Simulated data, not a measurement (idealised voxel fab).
Process module name: voxel self aligned contacts
Cross-section cut: width 260 nm, square cells of 5 nm.
Throughout this document, each cross-section is represented as a grid of square cells and is presented as a sequence of bands enumerated from the top downward, where a band comprises one or more rows of cells. Read a band's entry like this: the first values are the height of its top and the height of its bottom in nm, and what follows is the sequence of materials from left to right, each with its width in nm. Note that "empty" is empty space, and that a single material marked "full width" reaches across the band from edge to edge. Below 0: as-received wafer, all one material; heights counted from there. Lowest band: no bottom, goes on down, written "0..down". Note: "30->40" means the width goes from the first number (top row of the band) to the second number (bottom row) in equal steps per row of cells. It should be understood that the words "remains unaltered", when stated for a given step, signify that the cross-section underwent no change in any of its cells during that step. The entry "Enclosed void inventory" lists the empty spaces that cover at least 8 cells and have no open path to the top. Each is written as width x height at distance, where the distance is measured from the left edge and all three values are in nm. Step line, after settings: the simulator's comment on this step. Steps that use a mask can have "overlay nm" on their line. It says how far the mask sat to the right of where it was meant to be. Negative means to the left.
SET OUT BELOW ARE THE PLANNED STEPS OF THE PROCESS
1) RECEIVE with material Si
2) CONFORMAL_DEP with material SiO2, thk nm 5
3) DIRECTIONAL_DEP with material polySi, thk nm 30
4) DIRECTIONAL_DEP with material SiN, thk nm 25
5) MASKED_ETCH with tone cover, mask id GATE, width nm 25, pitch nm 60, etch materials SiN, depth nm 25, overlay nm 0
6) MASKED_ETCH with tone cover, mask id GATE, width nm 25, pitch nm 60, etch materials polySi, depth nm 30, overlay nm 0
7) CONFORMAL_DEP with material SiN, thk nm 10
8) DIRECTIONAL_ETCH with etch materials SiN, depth nm 10
9) FILL_DEP with material SiO2, thk nm 15
10) CMP with height nm 65
11) MASKED_ETCH with tone open, mask id CONTACT, width nm 45, pitch nm 60, etch materials SiO2, depth nm 65, overlay nm 0
12) CONFORMAL_DEP with material TiN, thk nm 5
13) FILL_DEP with material W, thk nm 5
14) CMP with height nm 65
15) CONFORMAL_DEP with material SiCN, thk nm 5
THE CROSS-SECTION HERE SHOWS THE WAFER AS RECEIVED, I.E. IN ITS STATE AFTER STEP 1
> 0..down | Si full width
> Enclosed void inventory: none
CROSS-SECTIONAL RESULT AFTER MODULE COMPLETION. NOTE: STARTING CONDITION AND PLAN ARE UNCHANGED FROM ABOVE; ONE PROCESSING MISTAKE WAS MADE
> 70..65 | SiCN full width
> 65..60 | SiO2 80  TiN 15  W 5  TiN 25  SiO2 15  TiN 15  W 5  TiN 25  SiO2 75
> 60..35 | SiO2 45  SiN 45  TiN 5  W 5  TiN 5  SiN 45  TiN 5  W 5  TiN 5  SiN 45  SiO2 50
> 35..5 | SiO2 45  SiN 10  polySi 25  SiN 10  TiN 5  W 5  TiN 5  SiN 10  polySi 25  SiN 10  TiN 5  W 5  TiN 5  SiN 10  polySi 25  SiN 10  SiO2 50
> 5..0 | SiO2 90  TiN 15  SiO2 45  TiN 15  SiO2 95
> 0..down | Si full width
> Enclosed void inventory: none
Nonconformance to the process plan: the process deviated at step 11: the operation and settings actually run there were MASKED_ETCH with tone open, mask id CONTACT, width nm 45, pitch nm 60, etch materials SiO2, depth nm 65, overlay nm 5
